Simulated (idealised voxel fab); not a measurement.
process module | voxel released beams
cross-section cut | 290 nm wide | cells 5 nm
A cross-section is a grid of square cells, given in bands from the top down. A band is one or more rows of cells.
Each band's line starts with the height of the band's top and of its bottom, in nm. Then come its materials from left to right, each with its width in nm. One material with "throughout" fills the band from edge to edge. "air" is empty space.
Height 0 is the level under which the wafer as received is all one material. The lowest band goes on downwards, as in "0 down".
A width such as "30 to 40" changes by the same amount from each row of cells to the next, from the band's top row to its bottom row.
"no change" after a step means that no cell of the cross-section changed.
closed voids: empty space of 8 cells or more with no open way to the top, each as width x height at its distance from the left edge, in nm
after a step's settings: what the simulator itself notes on the step
overlay nm, on a step with a mask: how far to the right of its planned place the mask lay; to the left if negative
plan
1 op RECEIVE | material Si
2 op CONFORMAL_DEP | material Al2O3 | thk nm 10
3 op DIRECTIONAL_DEP | material SiO2 | thk nm 10
4 op PATTERN | tone open | mask id ANCHOR | material resist | width nm 25 | thk nm 20 | overlay nm 0
5 op DIRECTIONAL_ETCH | etch materials SiO2 | depth nm 10
6 op STRIP | etch materials resist
7 op CONFORMAL_DEP | material SiN | thk nm 10
8 op MASKED_ETCH | tone cover | mask id BEAM | width nm 80 | etch materials SiN | depth nm 10 | overlay nm 0
9 op STRIP | etch materials SiO2
as received, after step 1
  0 down: Si throughout
  closed voids: none
a wafer at the end: this start, this plan, one mistake
  30 to 20: air 100 | SiN 80 | air 110
  20 to 10: Al2O3 throughout
  10 to 0: SiO2 throughout
  0 down: Si throughout
  closed voids: none
what went wrong: steps 2 and 3 were swapped
